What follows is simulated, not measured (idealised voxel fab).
Module name: voxel gate over fins (process module)
Shown is cross-section cut, with a width of 180 nm and square cells of size 5 nm.
How to read a cross-section here: the picture is a grid of square cells, written as bands going from the top down, and any band can span one or more rows of cells. Band entry format. Leading values: height of top, height of bottom, nm. Remainder: materials in left-to-right order, each with its width in nm. Special words: "edge to edge" on a single material, which then fills the band edge to edge; "air", empty space. All heights in this document are referenced to 0, defined as the level beneath which the wafer, as received, consists entirely of one material. The lowest band is not bounded below; it extends indefinitely downward and is written in the form "from 0 down". Read "30..40" as a graded width: first number on top, second number at the bottom, same change between each pair of neighbouring rows. A step reported as "remains unaltered" is a step in which no cell of the cross-section changed. Basically, "Closed-off voids" tells you about the enclosed voids: empty spaces with no open way to the top, 8 cells or bigger, each written width x height at distance, where distance is from the left edge, all in nm. On each step's line, the part that comes after the settings is the simulator's own comment on the step. A step line may carry the setting "overlay nm", which, for steps involving a mask, states the distance by which the mask lay to the right of its intended position; negative values denote displacement to the left.

[Intended process steps]
step 1: RECEIVE with material Si
step 2: CONFORMAL_DEP with material SiN, thk nm 5
step 3: DIRECTIONAL_DEP with material aC, thk nm 15
step 4: PATTERN with tone cover, mask id FINS, material resist, width nm 15, pitch nm 40, thk nm 35, overlay nm 0
step 5: DIRECTIONAL_ETCH with etch materials aC, depth nm 15
step 6: STRIP with etch materials resist
step 7: DIRECTIONAL_ETCH with etch materials SiN, depth nm 5
step 8: DIRECTIONAL_ETCH with etch materials Si, depth nm 30
step 9: STRIP with etch materials aC
step 10: FILL_DEP with material SiO2, thk nm 10
step 11: CMP with height nm 5
step 12: SELECTIVE_ETCH with etch materials SiO2, depth nm 15
step 13: STRIP with etch materials SiN
step 14: CONFORMAL_DEP with material HfO2, thk nm 5
step 15: CONFORMAL_DEP with material TiN, thk nm 5
step 16: FILL_DEP with material W, thk nm 10
step 17: CMP with height nm 15
step 18: CONFORMAL_DEP with material SiCN, thk nm 5

[Cross-sectional view of the wafer in its as-received condition, corresponding to the state after step 1]
* from 0 down = Si edge to edge
* Closed-off voids: none

[Final wafer profile in cross-section after the module, from the same start and plan as above, with one mistake made during processing]
* from 20 to 15 = SiO2 edge to edge
* from 15 to 10 = W edge to edge
* from 10 to 5 = W=10  TiN=35  W=5  TiN=35  W=5  TiN=35  W=5  TiN=35  W=15
* from 5 to 0 = W=10  TiN=5  HfO2=25  TiN=5  W=5  TiN=5  HfO2=25  TiN=5  W=5  TiN=5  HfO2=25  TiN=5  W=5  TiN=5  HfO2=25  TiN=5  W=15
* from 0 to -5 = TiN=15  HfO2=5  Si=15  HfO2=5  TiN=15  HfO2=5  Si=15  HfO2=5  TiN=15  HfO2=5  Si=15  HfO2=5  TiN=15  HfO2=5  Si=15  HfO2=5  TiN=20
* from -5 to -10 = HfO2=20  Si=15  HfO2=25  Si=15  HfO2=25  Si=15  HfO2=25  Si=15  HfO2=25
* from -10 to -30 = SiO2=20  Si=15  SiO2=25  Si=15  SiO2=25  Si=15  SiO2=25  Si=15  SiO2=25
* from -30 down = Si edge to edge
* Closed-off voids: none
Plan not followed: so step 18 ended up running with a different setting than we planned, it ran as CONFORMAL_DEP with material SiO2, thk nm 5
